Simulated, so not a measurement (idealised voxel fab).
A process module follows: voxel air gaps.
280 nm wide, 5 nm square cells: that's cross-section cut.
How to read a cross-section here: the picture is a grid of square cells, written as bands going from the top down, and any band can span one or more rows of cells. Basically the band line says how high the top is and how high the bottom is, in nm, and then what's in it from left to right, every material with its width in nm. Empty space shows up as "air", and if a single material carries "everywhere" it runs the full band edge to edge. Beneath 0, the wafer as received is one material, and that level is where height counting begins. The lowest band goes on downward without a bottom; it is written like "0..down". Width: "30 to 40" (first number = top row, second number = bottom row, same change from row to row of cells). Reading "no change" for a step: not a cell of the cross-section changed in it. "Enclosed internal cavities": empty spaces of 8 cells or more with no open way to the top, each given as width x height at distance, distance from the left edge, all in nm. Post-settings text on a step line: simulator's own remark regarding the step. The optional step-line setting "overlay nm" applies to steps with a mask and quantifies how far to the right of its planned location the mask lay, a negative value indicating leftward placement.

Steps in the process plan:
1,RECEIVE,material Si
2,CONFORMAL_DEP,material SiO2,thk nm 10
3,CONFORMAL_DEP,material SiCN,thk nm 5
4,DIRECTIONAL_DEP,material lowk,thk nm 35
5,MASKED_ETCH,tone open,mask id LINES,width nm 15,pitch nm 40,etch materials lowk,depth nm 35,overlay nm -15
6,CONFORMAL_DEP,material TiN,thk nm 5
7,FILL_DEP,material W,thk nm 10
8,CMP,height nm 50
9,EPI,material Ru,thk nm 10
10,SELECTIVE_ETCH,etch materials lowk,depth nm 45
11,CONFORMAL_DEP,material SiCN,thk nm 5
varied across the wafers: overlay nm of step 5. The plan shows the first wafer's value. All wafers start alike

Sectional view: first of several wafers, as received, after step 1:
> 0..down = Si everywhere
> Enclosed internal cavities: none

End of module: cross-section of the first of several wafers after step 11, the last step:
> 65..60 = 40 air, then 165 SiCN, then 75 air
> 60..50 = 40 air, then 5 SiCN, then 35 Ru, then 5 SiCN, then 35 Ru, then 5 SiCN, then 35 Ru, then 5 SiCN, then 35 Ru, then 5 SiCN, then 75 air
> 50..45 = 40 air, then 15 SiCN, then 5 TiN, then 5 W, then 5 TiN, then 25 SiCN, then 5 TiN, then 5 W, then 5 TiN, then 25 SiCN, then 5 TiN, then 5 W, then 5 TiN, then 25 SiCN, then 5 TiN, then 5 W, then 5 TiN, then 15 SiCN, then 75 air
> 45..20 = 50 air, then 5 SiCN, then 5 TiN, then 5 W, then 5 TiN, then 5 SiCN, then 15 air, then 5 SiCN, then 5 TiN, then 5 W, then 5 TiN, then 5 SiCN, then 15 air, then 5 SiCN, then 5 TiN, then 5 W, then 5 TiN, then 5 SiCN, then 15 air, then 5 SiCN, then 5 TiN, then 5 W, then 5 TiN, then 5 SiCN, then 85 air
> 20..15 = 55 SiCN, then 15 TiN, then 25 SiCN, then 15 TiN, then 25 SiCN, then 15 TiN, then 25 SiCN, then 15 TiN, then 90 SiCN
> 15..10 = SiCN everywhere
> 10..0 = SiO2 everywhere
> 0..down = Si everywhere
> Enclosed internal cavities: 15 x 25 at 75; 15 x 25 at 115; 15 x 25 at 155

Wafer cross-section (last wafer, module end):
> 65..60 = 70 air, then 165 SiCN, then 45 air
> 60..50 = 70 air, then 5 SiCN, then 35 Ru, then 5 SiCN, then 35 Ru, then 5 SiCN, then 35 Ru, then 5 SiCN, then 35 Ru, then 5 SiCN, then 45 air
> 50..45 = 70 air, then 15 SiCN, then 5 TiN, then 5 W, then 5 TiN, then 25 SiCN, then 5 TiN, then 5 W, then 5 TiN, then 25 SiCN, then 5 TiN, then 5 W, then 5 TiN, then 25 SiCN, then 5 TiN, then 5 W, then 5 TiN, then 15 SiCN, then 45 air
> 45..20 = 80 air, then 5 SiCN, then 5 TiN, then 5 W, then 5 TiN, then 5 SiCN, then 15 air, then 5 SiCN, then 5 TiN, then 5 W, then 5 TiN, then 5 SiCN, then 15 air, then 5 SiCN, then 5 TiN, then 5 W, then 5 TiN, then 5 SiCN, then 15 air, then 5 SiCN, then 5 TiN, then 5 W, then 5 TiN, then 5 SiCN, then 55 air
> 20..15 = 85 SiCN, then 15 TiN, then 25 SiCN, then 15 TiN, then 25 SiCN, then 15 TiN, then 25 SiCN, then 15 TiN, then 60 SiCN
> 15..10 = SiCN everywhere
> 10..0 = SiO2 everywhere
> 0..down = Si everywhere
> Enclosed internal cavities: 15 x 25 at 105; 15 x 25 at 145; 15 x 25 at 185

Note: the following table is arranged by wafer, a row apiece. Each row reports the end-of-module state: per material, cells gained (+) or cells lost (-) compared with the wafer as received; closed voids follow:
overlay nm -15, +56 Ru, +204 SiCN, +112 SiO2, +60 TiN, +24 W, Enclosed internal cavities: 15 x 25 at 75; 15 x 25 at 115; 15 x 25 at 155
overlay nm -10, +56 Ru, +204 SiCN, +112 SiO2, +60 TiN, +24 W, Enclosed internal cavities: 15 x 25 at 80; 15 x 25 at 120; 15 x 25 at 160
overlay nm -5, +56 Ru, +204 SiCN, +112 SiO2, +60 TiN, +24 W, Enclosed internal cavities: 15 x 25 at 85; 15 x 25 at 125; 15 x 25 at 165
overlay nm 0, +56 Ru, +204 SiCN, +112 SiO2, +60 TiN, +24 W, Enclosed internal cavities: 15 x 25 at 90; 15 x 25 at 130; 15 x 25 at 170
overlay nm 5, +56 Ru, +204 SiCN, +112 SiO2, +60 TiN, +24 W, Enclosed internal cavities: 15 x 25 at 95; 15 x 25 at 135; 15 x 25 at 175
overlay nm 10, +56 Ru, +204 SiCN, +112 SiO2, +60 TiN, +24 W, Enclosed internal cavities: 15 x 25 at 100; 15 x 25 at 140; 15 x 25 at 180
overlay nm 15, +56 Ru, +204 SiCN, +112 SiO2, +60 TiN, +24 W, Enclosed internal cavities: 15 x 25 at 105; 15 x 25 at 145; 15 x 25 at 185
